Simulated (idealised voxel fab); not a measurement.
This section sets out a process module, namely voxel trench capacitor.
FYI the section here is cut, 300 nm wide, cells are 5 nm squares.
Think of the cross-section as a grid of square cells. We describe it in bands, top to bottom, and each band covers one or more rows of those cells.
Each band's line starts with the height of the band's top and of its bottom, in nm. Then come its materials from left to right, each with its width in nm. One material with "edge to edge" fills the band from edge to edge. "air" is empty space.
Heights are reckoned from 0. Under this level, the received wafer is all of one material. The bottommost band is open-ended downward, for example "from 0 down".
A width given as "30->40" starts at the first number in the band's top row and ends at the second number in its bottom row, shifting by an equal amount at every step from row to row.
"no modifications" -> step changed no cross-section cell.
"Sealed-off cavities": empty spaces of 8 cells or more with no open way to the top, each given as width x height at distance, distance from the left edge, all in nm.
Post-settings text on a step line: simulator's own remark regarding the step.
The optional step-line setting "overlay nm" applies to steps with a mask and quantifies how far to the right of its planned location the mask lay, a negative value indicating leftward placement.
The planned process steps are enumerated hereunder
1. RECEIVE,material Si
2. CONFORMAL_DEP,material SiN,thk nm 10
3. PATTERN,tone open,mask id TRENCH,material resist,width nm 15,pitch nm 40,thk nm 20,overlay nm 0
4. DIRECTIONAL_ETCH,etch materials SiN,depth nm 10
5. DIRECTIONAL_ETCH,etch materials Si,depth nm 25
6. STRIP,etch materials resist
7. CONFORMAL_DEP,material Al2O3,thk nm 5
8. FILL_DEP,material polySi,thk nm 5
9. CMP,height nm 10
as received, after step 1
	from 0 down | Si edge to edge
	Sealed-off cavities: none
Here's the cross-section of the first of our two wafers at the end of the module - it ran as planned
	from 10 to 0 | 80 SiN  5 Al2O3  5 polySi  5 Al2O3  25 SiN  5 Al2O3  5 polySi  5 Al2O3  25 SiN  5 Al2O3  5 polySi  5 Al2O3  25 SiN  5 Al2O3  5 polySi  5 Al2O3  85 SiN
	from 0 to -20 | 80 Si  5 Al2O3  5 polySi  5 Al2O3  25 Si  5 Al2O3  5 polySi  5 Al2O3  25 Si  5 Al2O3  5 polySi  5 Al2O3  25 Si  5 Al2O3  5 polySi  5 Al2O3  85 Si
	from -20 to -25 | 80 Si  15 Al2O3  25 Si  15 Al2O3  25 Si  15 Al2O3  25 Si  15 Al2O3  85 Si
	from -25 down | Si edge to edge
	Sealed-off cavities: none
Here is the second of the two wafers cut open at the end of the module - same start, same plan as the first one, but we made one mistake running it
	from 10 to 0 | 70 SiN  5 Al2O3  5 polySi  5 Al2O3  25 SiN  5 Al2O3  5 polySi  5 Al2O3  25 SiN  5 Al2O3  5 polySi  5 Al2O3  25 SiN  5 Al2O3  5 polySi  5 Al2O3  95 SiN
	from 0 to -20 | 70 Si  5 Al2O3  5 polySi  5 Al2O3  25 Si  5 Al2O3  5 polySi  5 Al2O3  25 Si  5 Al2O3  5 polySi  5 Al2O3  25 Si  5 Al2O3  5 polySi  5 Al2O3  95 Si
	from -20 to -25 | 70 Si  15 Al2O3  25 Si  15 Al2O3  25 Si  15 Al2O3  25 Si  15 Al2O3  95 Si
	from -25 down | Si edge to edge
	Sealed-off cavities: none
Here's what went sideways: step 3 did not use the planned setting and instead ran as PATTERN,tone open,mask id TRENCH,material resist,width nm 15,pitch nm 40,thk nm 20,overlay nm -10
If you tally the cells, the second wafer ends up with the same amount of every material as the first; it's all just sitting in different places.
